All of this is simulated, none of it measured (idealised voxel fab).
The document below concerns the process module designated voxel self aligned vias.
Square cells of 5 nm make up the cross-section cut, whose width is 145 nm.
When this document writes out a cross-section, it uses a grid of square cells and lists it as bands, beginning at the top and moving down, with a band standing for one or more rows of cells. The entry gives the band's vertical extent as a top height and a bottom height in nm, then its horizontal make-up as materials from left to right, each with a width in nm. "blank" stands for empty space; a single material marked "full width" fills the band edge to edge. Heights from 0 (as-received wafer is one material below). Bottom band endless downward, as "from 0 down". Think of "30..40" as a width that walks from the first number to the second as you go down the band, top row to bottom row, taking equal-sized steps from row to row. "left unchanged" (step): cross-section cells unchanged, all of them. The entry "Closed internal cavities" lists the empty spaces that cover at least 8 cells and have no open path to the top. Each is written as width x height at distance, where the distance is measured from the left edge and all three values are in nm. Whatever follows a step's settings on its line is a remark the simulator itself makes about that step. A step's line can hold "overlay nm"; with a mask on that step, the setting says how far right of the planned place the mask lay, while a negative setting says it lay to the left.
Intended process steps:
| 1 | RECEIVE: material Si |
| 2 | CONFORMAL_DEP: material SiO2, thk nm 10 |
| 3 | CONFORMAL_DEP: material SiCN, thk nm 5 |
| 4 | DIRECTIONAL_DEP: material SiO2, thk nm 30 |
| 5 | MASKED_ETCH: tone open, mask id LINES, width nm 30, pitch nm 55, etch materials SiO2, depth nm 30, overlay nm 0 |
| 6 | CONFORMAL_DEP: material TiN, thk nm 5 |
| 7 | FILL_DEP: material W, thk nm 5 |
| 8 | CMP: height nm 45 |
| 9 | SELECTIVE_ETCH: etch materials W Ru TiN, depth nm 5 |
| 10 | FILL_DEP: material SiN, thk nm 5 |
| 11 | CMP: height nm 45 |
| 12 | DIRECTIONAL_DEP: material SiO2, thk nm 15 |
| 13 | MASKED_ETCH: tone open, mask id VIAS, width nm 40, etch materials SiO2, depth nm 15, overlay nm 0 |
| 14 | MASKED_ETCH: tone open, mask id VIAS, width nm 40, etch materials SiN, depth nm 5, overlay nm 0 |
| 15 | CONFORMAL_DEP: material TiN, thk nm 5 |
| 16 | FILL_DEP: material Ru, thk nm 5 |
| 17 | CMP: height nm 60 |
| 18 | CONFORMAL_DEP: material SiN, thk nm 5 |
As-received state of the wafer in cross-section, equivalent to post-step 1:
	from 0 down  Si full width
	Closed internal cavities: none
First of two wafers: cross-section at end of module, run per plan:
	from 65 to 60  SiN full width
	from 60 to 50  25 SiO2 | 5 TiN | 30 Ru | 5 TiN | 80 SiO2
	from 50 to 45  25 SiO2 | 10 TiN | 20 Ru | 10 TiN | 80 SiO2
	from 45 to 40  30 SiO2 | 30 TiN | 25 SiO2 | 30 SiN | 30 SiO2
	from 40 to 20  30 SiO2 | 5 TiN | 20 W | 5 TiN | 25 SiO2 | 5 TiN | 20 W | 5 TiN | 30 SiO2
	from 20 to 15  30 SiO2 | 30 TiN | 25 SiO2 | 30 TiN | 30 SiO2
	from 15 to 10  SiCN full width
	from 10 to 0  SiO2 full width
	from 0 down  Si full width
	Closed internal cavities: none
Cross-section at end of module for the second wafer of two, which matched the first in starting point and plan and differed by one mistake in its processing:
	from 65 to 60  SiN full width
	from 60 to 50  25 SiO2 | 5 TiN | 30 Ru | 5 TiN | 80 SiO2
	from 50 to 45  25 SiO2 | 40 TiN | 80 SiO2
	from 45 to 40  SiCN full width
	from 40 to 0  SiO2 full width
	from 0 down  Si full width
	Closed internal cavities: none
Diagnosis: plan steps 3 and 4 run swapped
Per the end-of-run cell counts, the second wafer holds more or fewer of some materials than the first: Ru -4, SiN -6, SiO2 +72, TiN -30, W -32
